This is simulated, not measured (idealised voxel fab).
Process module name: voxel transistor to metal
This is section cut - it's 155 nm across, gridded in 5 nm square cells.
Cross-section spec: square-cell grid; bands listed top down; each band is one or more rows. Band entry format. Leading values: height of top, height of bottom, nm. Remainder: materials in left-to-right order, each with its width in nm. Special words: "all across" on a single material, which then fills the band edge to edge; "air", empty space. Note: height 0 marks the level under which the wafer is uniformly one material as received. Lowest band unbounded below, written "0 nm and below". With a width like "30 to 40", each row of cells in the band differs from the next by the same amount, the top row carrying the first number and the bottom row the second. For the purposes of this document, the phrase "remained unchanged" attached to a step denotes that no cell within the cross-section was modified by that step. For the entry "Closed-off voids", the listed items are empty spaces with no open way to the top whose size is 8 cells or more; each item follows the pattern width x height at distance, where distance is from the left edge and all three are in nm. Step line, after settings: the simulator's comment on this step. overlay nm: step with mask; distance mask lay right of planned place; negative value = left of planned place.

The following list gives the planned process steps:
| 1 | RECEIVE with material Si |
| 2 | OXIDIZE with depth nm 5 |
| 3 | CONFORMAL_DEP with material SiN, thk nm 10 |
| 4 | PATTERN with tone cover, mask id ACTIVE, material resist, width nm 110, thk nm 15, overlay nm 0 |
| 5 | DIRECTIONAL_ETCH with etch materials SiN, depth nm 10 |
| 6 | DIRECTIONAL_ETCH with etch materials SiO2, depth nm 5 |
| 7 | DIRECTIONAL_ETCH with etch materials Si, depth nm 20 |
| 8 | STRIP with etch materials resist |
| 9 | OXIDIZE with depth nm 5 |
| 10 | FILL_DEP with material SiO2, thk nm 5 |
| 11 | CMP with height nm 10 |
| 12 | SELECTIVE_ETCH with etch materials SiO2, depth nm 5 |
| 13 | STRIP with etch materials SiN |
| 14 | SELECTIVE_ETCH with etch materials SiO2, depth nm 5 |
| 15 | OXIDIZE with depth nm 5 |
| 16 | DIRECTIONAL_DEP with material polySi, thk nm 25 |
| 17 | DIRECTIONAL_DEP with material SiCN, thk nm 15 |
| 18 | DIRECTIONAL_DEP with material aC, thk nm 10 |
| 19 | PATTERN with tone cover, mask id GATE, material resist, width nm 30, thk nm 30, overlay nm 0 |
| 20 | DIRECTIONAL_ETCH with etch materials aC, depth nm 10 |
| 21 | STRIP with etch materials resist |
| 22 | DIRECTIONAL_ETCH with etch materials SiCN, depth nm 25 |
| 23 | DIRECTIONAL_ETCH with etch materials polySi, depth nm 35 |
| 24 | STRIP with etch materials aC |
| 25 | CONFORMAL_DEP with material SiO2, thk nm 5 |
| 26 | DIRECTIONAL_ETCH with etch materials SiO2, depth nm 5 |
| 27 | CONFORMAL_DEP with material SiN, thk nm 5 |
| 28 | DIRECTIONAL_ETCH with etch materials SiN, depth nm 5 |
| 29 | DIRECTIONAL_ETCH with etch materials SiO2, depth nm 5 |
| 30 | DIRECTIONAL_ETCH with etch materials Si, depth nm 5 |
| 31 | EPI with material pSi, thk nm 10 |
| 32 | FILL_DEP with material SiO2, thk nm 5 |
| 33 | CMP with height nm 20 |
| 34 | STRIP with etch materials polySi |
| 35 | SELECTIVE_ETCH with etch materials SiO2, depth nm 5 |
| 36 | CONFORMAL_DEP with material HfO2, thk nm 5 |
| 37 | CONFORMAL_DEP with material TiN, thk nm 5 |
| 38 | FILL_DEP with material W, thk nm 5 |
| 39 | CMP with height nm 15 |
| 40 | DIRECTIONAL_DEP with material SiO2, thk nm 10 |
| 41 | PATTERN with tone open, mask id CONTACT, material resist, width nm 20, pitch nm 80, thk nm 20, overlay nm 0 |
| 42 | DIRECTIONAL_ETCH with etch materials SiO2, depth nm 30 |
| 43 | STRIP with etch materials resist |
| 44 | CONFORMAL_DEP with material TiN, thk nm 5 |
| 45 | FILL_DEP with material W, thk nm 10 |
| 46 | CMP with height nm 25 |
| 47 | DIRECTIONAL_DEP with material TiN, thk nm 5 |
| 48 | DIRECTIONAL_DEP with material W, thk nm 25 |
| 49 | PATTERN with tone cover, mask id METAL_1, material resist, width nm 20, pitch nm 80, thk nm 20, overlay nm 0 |
| 50 | DIRECTIONAL_ETCH with etch materials W, depth nm 25 |
| 51 | DIRECTIONAL_ETCH with etch materials TiN, depth nm 5 |
| 52 | STRIP with etch materials resist |
| 53 | CONFORMAL_DEP with material SiN, thk nm 5 |
| 54 | FILL_DEP with material SiO2, thk nm 5 |
| 55 | CMP with height nm 55 |
| 56 | CONFORMAL_DEP with material SiCN, thk nm 5 |
| 57 | DIRECTIONAL_DEP with material SiO2, thk nm 35 |
| 58 | DIRECTIONAL_DEP with material aC, thk nm 10 |
| 59 | PATTERN with tone open, mask id METAL_2, material resist, width nm 20, pitch nm 80, thk nm 30, overlay nm 0 |
| 60 | DIRECTIONAL_ETCH with etch materials aC, depth nm 10 |
| 61 | STRIP with etch materials resist |
| 62 | DIRECTIONAL_ETCH with etch materials SiO2, depth nm 20 |
| 63 | STRIP with etch materials aC |
| 64 | DIRECTIONAL_DEP with material aC, thk nm 15 |
| 65 | PATTERN with tone open, mask id METAL_2_HOLES, material resist, width nm 15, pitch nm 80, thk nm 30, overlay nm 0 |
| 66 | DIRECTIONAL_ETCH with etch materials aC, depth nm 15 |
| 67 | STRIP with etch materials resist |
| 68 | DIRECTIONAL_ETCH with etch materials SiO2, depth nm 15 |
| 69 | DIRECTIONAL_ETCH with etch materials SiCN, depth nm 5 |
| 70 | STRIP with etch materials aC |
| 71 | CONFORMAL_DEP with material TiN, thk nm 5 |
| 72 | FILL_DEP with material Cu, thk nm 10 |
| 73 | CMP with height nm 95 |
| 74 | CONFORMAL_DEP with material SiCN, thk nm 5 |

Incoming wafer in cross-section (state: after step 1):
- 0 nm and below = Si all across
- Closed-off voids: none

The module was run from the start shown above using the plan shown above, but one mistake was made doing it; the resulting wafer cross-section is below:
- 100 nm to 95 nm = SiCN all across
- 95 nm to 80 nm = 25 of SiO2 / 5 of TiN / 10 of Cu / 5 of TiN / 60 of SiO2 / 5 of TiN / 10 of Cu / 5 of TiN / 30 of SiO2
- 80 nm to 75 nm = 25 of SiO2 / 5 of TiN / 5 of Cu / 10 of TiN / 60 of SiO2 / 5 of TiN / 5 of Cu / 10 of TiN / 30 of SiO2
- 75 nm to 60 nm = 25 of SiO2 / 5 of TiN / 5 of Cu / 5 of TiN / 65 of SiO2 / 5 of TiN / 5 of Cu / 5 of TiN / 35 of SiO2
- 60 nm to 55 nm = 25 of SiCN / 15 of TiN / 65 of SiCN / 15 of TiN / 35 of SiCN
- 55 nm to 30 nm = 20 of SiO2 / 5 of SiN / 20 of W / 5 of SiN / 50 of SiO2 / 5 of SiN / 20 of W / 5 of SiN / 25 of SiO2
- 30 nm to 25 nm = 25 of SiN / 20 of TiN / 60 of SiN / 20 of TiN / 30 of SiN
- 25 nm to 15 nm = 25 of SiO2 / 5 of TiN / 10 of W / 5 of TiN / 60 of SiO2 / 5 of TiN / 10 of W / 5 of TiN / 30 of SiO2
- 15 nm to 5 nm = 25 of SiO2 / 5 of TiN / 10 of W / 5 of TiN / 5 of SiO2 / 5 of SiN / 5 of HfO2 / 5 of TiN / 20 of W / 5 of TiN / 5 of HfO2 / 5 of SiN / 5 of SiO2 / 5 of TiN / 10 of W / 5 of TiN / 30 of SiO2
- 5 nm to 0 nm = 25 of SiO2 / 5 of TiN / 5 of W / 10 of TiN / 5 of SiO2 / 5 of SiN / 5 of HfO2 / 5 of TiN / 20 of W / 5 of TiN / 5 of HfO2 / 5 of SiN / 5 of SiO2 / 10 of TiN / 5 of W / 5 of TiN / 30 of SiO2
- 0 nm to -5 nm = 20 of SiO2 / 5 of SiN / 15 of TiN / 10 of pSi / 5 of SiN / 5 of HfO2 / 30 of TiN / 5 of HfO2 / 5 of SiN / 10 of pSi / 15 of TiN / 5 of SiN / 25 of SiO2
- -5 nm to -10 nm = 25 of SiO2 / 25 of pSi / 5 of SiO2 / 40 of HfO2 / 5 of SiO2 / 25 of pSi / 30 of SiO2
- -10 nm to -15 nm = 25 of SiO2 / 25 of pSi / 50 of Si / 25 of pSi / 30 of SiO2
- -15 nm to -50 nm = 25 of SiO2 / 100 of Si / 30 of SiO2
- -50 nm and below = Si all across
- Closed-off voids: none
Diagnosis: the plan had its step 7 run twice
